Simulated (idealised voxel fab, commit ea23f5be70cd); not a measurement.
Documented hereafter: the process module known as voxel lift off.
For reference, the cross-section in this document is cut, with width 255 nm and square cells of 5 nm.
Bands, listed from the top down, are how a cross-section gets written in this document; the cross-section itself is a grid of square cells, and a band is one or more rows of them. Band: top height; bottom height; in nm. Then, left to right: material with width in nm, for each material. "edge to edge": a single material spanning edge to edge. "air": empty space. Height is counted from the level 0, under which the received wafer is composed throughout of one material. The lowest of the bands is not closed at the bottom but continues downward, in the notation "0 nm and below". Read "30->40" as a graded width: first number on top, second number at the bottom, same change between each pair of neighbouring rows. "no modifications" -> step changed no cross-section cell. "Sealed void inventory" lists enclosed empty spaces (at least 8 cells, no open path upward to the top), each as width x height at distance from the left edge, in nm. Past the settings on a step's line: simulator remark, on that step. The optional step-line setting "overlay nm" applies to steps with a mask and quantifies how far to the right of its planned location the mask lay, a negative value indicating leftward placement.

### The following list gives the planned process steps
| 1 | RECEIVE,material Si |
| 2 | CONFORMAL_DEP,material SiO2,thk nm 15 |
| 3 | PATTERN,tone open,mask id LINES,material resist,width nm 20,pitch nm 50,thk nm 20,overlay nm -15 |
| 4 | DIRECTIONAL_DEP,material Ru,thk nm 10 |
| 5 | STRIP,etch materials resist |
| 6 | CONFORMAL_DEP,material SiO2,thk nm 5 |
The wafers are alike at the start. At step 3, their overlay nm differs. The plan lists the first wafer's value.

### The as-received cross-section of the first of several wafers corresponds to the state after step 1
> 0 nm and below | Si edge to edge
> Sealed void inventory: none

### End of module: cross-section of the first of several wafers after step 6, the last step
> 30 nm to 25 nm | air (20) / SiO2 (30) / air (20) / SiO2 (30) / air (20) / SiO2 (30) / air (20) / SiO2 (30) / air (55)
> 25 nm to 20 nm | air (20) / SiO2 (5) / Ru (20) / SiO2 (5) / air (20) / SiO2 (5) / Ru (20) / SiO2 (5) / air (20) / SiO2 (5) / Ru (20) / SiO2 (5) / air (20) / SiO2 (5) / Ru (20) / SiO2 (5) / air (55)
> 20 nm to 15 nm | SiO2 (25) / Ru (20) / SiO2 (30) / Ru (20) / SiO2 (30) / Ru (20) / SiO2 (30) / Ru (20) / SiO2 (60)
> 15 nm to 0 nm | SiO2 edge to edge
> 0 nm and below | Si edge to edge
> Sealed void inventory: none

### Cross-section, module end, final of several wafers
> 30 nm to 25 nm | air (50) / SiO2 (30) / air (20) / SiO2 (30) / air (20) / SiO2 (30) / air (20) / SiO2 (30) / air (25)
> 25 nm to 20 nm | air (50) / SiO2 (5) / Ru (20) / SiO2 (5) / air (20) / SiO2 (5) / Ru (20) / SiO2 (5) / air (20) / SiO2 (5) / Ru (20) / SiO2 (5) / air (20) / SiO2 (5) / Ru (20) / SiO2 (5) / air (25)
> 20 nm to 15 nm | SiO2 (55) / Ru (20) / SiO2 (30) / Ru (20) / SiO2 (30) / Ru (20) / SiO2 (30) / Ru (20) / SiO2 (30)
> 15 nm to 0 nm | SiO2 edge to edge
> 0 nm and below | Si edge to edge
> Sealed void inventory: none

### Where each wafer stands at the end of the module, a row apiece: cells of each material gained (+) or lost (-) since it was received, then closed voids
overlay nm -15, +32 Ru, +220 SiO2, Sealed void inventory: none
overlay nm -10, +32 Ru, +220 SiO2, Sealed void inventory: none
overlay nm -5, +32 Ru, +220 SiO2, Sealed void inventory: none
overlay nm 0, +32 Ru, +220 SiO2, Sealed void inventory: none
overlay nm 5, +32 Ru, +220 SiO2, Sealed void inventory: none
overlay nm 10, +32 Ru, +220 SiO2, Sealed void inventory: none
overlay nm 15, +32 Ru, +220 SiO2, Sealed void inventory: none
